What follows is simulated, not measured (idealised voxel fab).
process module | voxel local oxidation
cross-section cut | 240 nm wide | cells 5 nm
A cross-section is a grid of square cells, given in bands from the top down. A band is one or more rows of cells.
Each band's line starts with the height of the band's top and of its bottom, in nm. Then come its materials from left to right, each with its width in nm. One material with "throughout" fills the band from edge to edge. "air" is empty space.
Height 0 is the level under which the wafer as received is all one material. The lowest band goes on downwards, as in "0 down".
A width such as "30 to 40" changes by the same amount from each row of cells to the next, from the band's top row to its bottom row.
"no change" after a step means that no cell of the cross-section changed.
closed voids: empty space of 8 cells or more with no open way to the top, each as width x height at its distance from the left edge, in nm
after a step's settings: what the simulator itself notes on the step
overlay nm, on a step with a mask: how far to the right of its planned place the mask lay; to the left if negative
Each pair below shows a cross-section before one step and the cross-section after it, down to the lowest band that changed. The line under each pair gives the step between them, with its settings. The pairs can come from different runs of this module on the same starting wafer, so a pair continues from the pair above only where its "before" says so.
before
  0 down: Si throughout
  closed voids: none
after
  5 to 0: SiO2 throughout
  below 0: unchanged
  closed voids: none
the step between: op CONFORMAL_DEP | material SiO2 | thk nm 5
before: the cross-section after the pair above
after
  15 to 5: SiN throughout
  below 5: unchanged
  closed voids: none
the step between: op CONFORMAL_DEP | material SiN | thk nm 10
before: the cross-section after the pair above
after
  30 to 15: air 70 | resist 95 | air 75
  below 15: unchanged
  closed voids: none
the step between: op PATTERN | tone cover | mask id ACTIVE | material resist | width nm 95 | thk nm 15 | overlay nm 0
before: the cross-section after the pair above
after
  30 to 15: air 70 | resist 95 | air 75
  15 to 5: air 70 | SiN 95 | air 75
  below 5: unchanged
  closed voids: none
the step between: op DIRECTIONAL_ETCH | etch materials SiN | depth nm 10
before: the cross-section after the pair above
after
  15 to 5: air 70 | SiN 95 | air 75
  below 5: unchanged
  closed voids: none
the step between: op STRIP | etch materials resist
before: the cross-section after the pair above
after
  15 to 5: air 70 | SiN 95 | air 75
  5 to 0: air 75 | SiO2 85 | air 80
  below 0: unchanged
  closed voids: none
the step between: op SELECTIVE_ETCH | etch materials SiO2 | depth nm 5
before: the cross-section after the pair above
after
  15 to 5: air 70 | SiN 95 | air 75
  5 to 0: air 75 | SiO2 85 | air 80
  0 to -10: SiO2 85 | Si 65 | SiO2 90
  below -10: unchanged
  closed voids: none
the step between: op OXIDIZE | depth nm 10
before: the cross-section after the pair above
after
  5 to 0: air 75 | SiO2 85 | air 80
  below 0: unchanged
  closed voids: none
the step between: op STRIP | etch materials SiN
before
  0 down: Si throughout
  closed voids: none
after
  10 to 0: SiN throughout
  below 0: unchanged
  closed voids: none
the step between: op CONFORMAL_DEP | material SiN | thk nm 10
before: the cross-section after the pair above
after
  25 to 10: air 70 | resist 95 | air 75
  below 10: unchanged
  closed voids: none
the step between: op PATTERN | tone cover | mask id ACTIVE | material resist | width nm 95 | thk nm 15 | overlay nm 0
before: the cross-section after the pair above
after
  25 to 10: air 70 | resist 95 | air 75
  10 to 0: air 70 | SiN 95 | air 75
  below 0: unchanged
  closed voids: none
the step between: op DIRECTIONAL_ETCH | etch materials SiN | depth nm 10
before: the cross-section after the pair above
after
  10 to 0: air 70 | SiN 95 | air 75
  below 0: unchanged
  closed voids: none
the step between: op STRIP | etch materials resist
before: the cross-section after the pair above
after
  10 to 0: air 70 | SiN 95 | air 75
  0 to -10: SiO2 80 | Si 75 | SiO2 85
  below -10: unchanged
  closed voids: none
the step between: op OXIDIZE | depth nm 10
before: the cross-section after the pair above
after
  0 to -10: SiO2 80 | Si 75 | SiO2 85
  below -10: unchanged
  closed voids: none
the step between: op STRIP | etch materials SiN
before
  30 to 15: air 70 | resist 95 | air 75
  15 to 5: air 70 | SiN 95 | air 75
  5 to 0: SiO2 throughout
  0 down: Si throughout
  closed voids: none
after
  30 to 15: air 70 | resist 95 | air 75
  15 to 5: air 70 | SiN 95 | air 75
  5 to 0: air 75 | SiO2 85 | air 80
  below 0: unchanged
  closed voids: none
the step between: op SELECTIVE_ETCH | etch materials SiO2 | depth nm 5
before: the cross-section after the pair above
after
  15 to 5: air 70 | SiN 95 | air 75
  below 5: unchanged
  closed voids: none
the step between: op STRIP | etch materials resist
before: the cross-section after the pair above
after
  15 to 5: air 70 | SiN 95 | air 75
  5 to 0: air 75 | SiO2 85 | air 80
  0 to -5: SiO2 80 | Si 75 | SiO2 85
  below -5: unchanged
  closed voids: none
the step between: op OXIDIZE | depth nm 5
before: the cross-section after the pair above
after
  5 to 0: air 75 | SiO2 85 | air 80
  below 0: unchanged
  closed voids: none
the step between: op STRIP | etch materials SiN
before
  15 to 5: SiN throughout
  5 to 0: SiO2 throughout
  0 down: Si throughout
  closed voids: none
after
  30 to 15: air 65 | resist 105 | air 70
  below 15: unchanged
  closed voids: none
the step between: op PATTERN | tone cover | mask id ACTIVE | material resist | width nm 105 | thk nm 15 | overlay nm 0
before: the cross-section after the pair above
after
  30 to 15: air 65 | resist 105 | air 70
  15 to 5: air 65 | SiN 105 | air 70
  below 5: unchanged
  closed voids: none
the step between: op DIRECTIONAL_ETCH | etch materials SiN | depth nm 10
before: the cross-section after the pair above
after
  15 to 5: air 65 | SiN 105 | air 70
  below 5: unchanged
  closed voids: none
the step between: op STRIP | etch materials resist
before: the cross-section after the pair above
after
  15 to 5: air 65 | SiN 105 | air 70
  5 to 0: air 70 | SiO2 95 | air 75
  below 0: unchanged
  closed voids: none
the step between: op SELECTIVE_ETCH | etch materials SiO2 | depth nm 5
before: the cross-section after the pair above
after
  15 to 5: air 65 | SiN 105 | air 70
  5 to 0: air 70 | SiO2 95 | air 75
  0 to -10: SiO2 80 | Si 75 | SiO2 85
  below -10: unchanged
  closed voids: none
the step between: op OXIDIZE | depth nm 10
before: the cross-section after the pair above
after
  5 to 0: air 70 | SiO2 95 | air 75
  below 0: unchanged
  closed voids: none
the step between: op STRIP | etch materials SiN
before
  15 to 5: SiN throughout
  5 to 0: SiO2 throughout
  0 down: Si throughout
  closed voids: none
after
  30 to 15: air 65 | resist 95 | air 80
  below 15: unchanged
  closed voids: none
the step between: op PATTERN | tone cover | mask id ACTIVE | material resist | width nm 95 | thk nm 15 | overlay nm -5
before: the cross-section after the pair above
after
  30 to 15: air 65 | resist 95 | air 80
  15 to 5: air 65 | SiN 95 | air 80
  below 5: unchanged
  closed voids: none
the step between: op DIRECTIONAL_ETCH | etch materials SiN | depth nm 10
before: the cross-section after the pair above
after
  15 to 5: air 65 | SiN 95 | air 80
  below 5: unchanged
  closed voids: none
the step between: op STRIP | etch materials resist
before: the cross-section after the pair above
after
  15 to 5: air 65 | SiN 95 | air 80
  5 to 0: air 70 | SiO2 85 | air 85
  below 0: unchanged
  closed voids: none
the step between: op SELECTIVE_ETCH | etch materials SiO2 | depth nm 5
before: the cross-section after the pair above
after
  15 to 5: air 65 | SiN 95 | air 80
  5 to 0: air 70 | SiO2 85 | air 85
  0 to -10: SiO2 80 | Si 65 | SiO2 95
  below -10: unchanged
  closed voids: none
the step between: op OXIDIZE | depth nm 10
before: the cross-section after the pair above
after
  5 to 0: air 70 | SiO2 85 | air 85
  below 0: unchanged
  closed voids: none
the step between: op STRIP | etch materials SiN
before
  15 to 5: air 70 | SiN 95 | air 75
  5 to 0: air 75 | SiO2 85 | air 80
  0 to -10: SiO2 85 | Si 65 | SiO2 90
  -10 down: Si throughout
  closed voids: none
after
  0 to -10: air 85 | Si 65 | air 90
  below -10: unchanged
  closed voids: none
the step between: op STRIP | etch materials SiO2
before
  15 to 5: SiN throughout
  5 to 0: SiO2 throughout
  0 down: Si throughout
  closed voids: none
after
  30 to 15: resist 70 | air 95 | resist 75
  below 15: unchanged
  closed voids: none
the step between: op PATTERN | tone open | mask id ACTIVE | material resist | width nm 95 | thk nm 15 | overlay nm 0
before: the cross-section after the pair above
after
  30 to 15: resist 70 | air 95 | resist 75
  15 to 5: SiN 70 | air 95 | SiN 75
  below 5: unchanged
  closed voids: none
the step between: op DIRECTIONAL_ETCH | etch materials SiN | depth nm 10
before: the cross-section after the pair above
after
  15 to 5: SiN 70 | air 95 | SiN 75
  below 5: unchanged
  closed voids: none
the step between: op STRIP | etch materials resist
before: the cross-section after the pair above
after
  15 to 5: SiN 70 | air 95 | SiN 75
  5 to 0: SiO2 65 | air 105 | SiO2 70
  below 0: unchanged
  closed voids: none
the step between: op SELECTIVE_ETCH | etch materials SiO2 | depth nm 5
before: the cross-section after the pair above
after
  15 to 5: SiN 70 | air 95 | SiN 75
  5 to 0: SiO2 65 | air 105 | SiO2 70
  0 to -10: Si 55 | SiO2 125 | Si 60
  below -10: unchanged
  closed voids: none
the step between: op OXIDIZE | depth nm 10
before: the cross-section after the pair above
after
  5 to 0: SiO2 65 | air 105 | SiO2 70
  below 0: unchanged
  closed voids: none
the step between: op STRIP | etch materials SiN
